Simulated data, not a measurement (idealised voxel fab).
process module | voxel released beams
cross-section cut | 280 nm wide | cells 5 nm
A cross-section is a grid of square cells, given in bands from the top down. A band is one or more rows of cells.
Each band's line starts with the height of the band's top and of its bottom, in nm. Then come its materials from left to right, each with its width in nm. One material with "throughout" fills the band from edge to edge. "air" is empty space.
Height 0 is the level under which the wafer as received is all one material. The lowest band goes on downwards, as in "0 down".
A width such as "30 to 40" changes by the same amount from each row of cells to the next, from the band's top row to its bottom row.
"no change" after a step means that no cell of the cross-section changed.
closed voids: empty space of 8 cells or more with no open way to the top, each as width x height at its distance from the left edge, in nm
after a step's settings: what the simulator itself notes on the step
overlay nm, on a step with a mask: how far to the right of its planned place the mask lay; to the left if negative
plan
1 op RECEIVE | material Si
2 op CONFORMAL_DEP | material Al2O3 | thk nm 5
3 op DIRECTIONAL_DEP | material SiO2 | thk nm 10
4 op DIRECTIONAL_DEP | material aC | thk nm 10
5 op PATTERN | tone open | mask id ANCHOR | material resist | width nm 40 | thk nm 25 | overlay nm 0
6 op DIRECTIONAL_ETCH | etch materials aC | depth nm 10
7 op STRIP | etch materials resist
8 op DIRECTIONAL_ETCH | etch materials SiO2 | depth nm 10
9 op STRIP | etch materials aC
10 op CONFORMAL_DEP | material SiN | thk nm 15
11 op MASKED_ETCH | tone cover | mask id BEAM | width nm 85 | etch materials SiN | depth nm 15 | overlay nm 0
12 op STRIP | etch materials SiO2
as received, after step 1
  0 down: Si throughout
  closed voids: none
first wafer at the end, as planned
  30 to 20: air 95 | SiN 20 | air 10 | SiN 55 | air 100
  20 to 15: air 95 | SiN 85 | air 100
  15 to 5: air 100 | SiN 40 | air 140
  5 to 0: Al2O3 throughout
  0 down: Si throughout
  closed voids: none
second wafer at the end: like start, like plan, one mistake
  30 to 15: air 95 | SiN 85 | air 100
  15 to 10: Al2O3 throughout
  10 to 0: SiO2 throughout
  0 down: Si throughout
  closed voids: none
what went wrong: steps 2 and 3 were swapped
at the end the second wafer has, in cells: 12 fewer of SiN | 112 more of SiO2
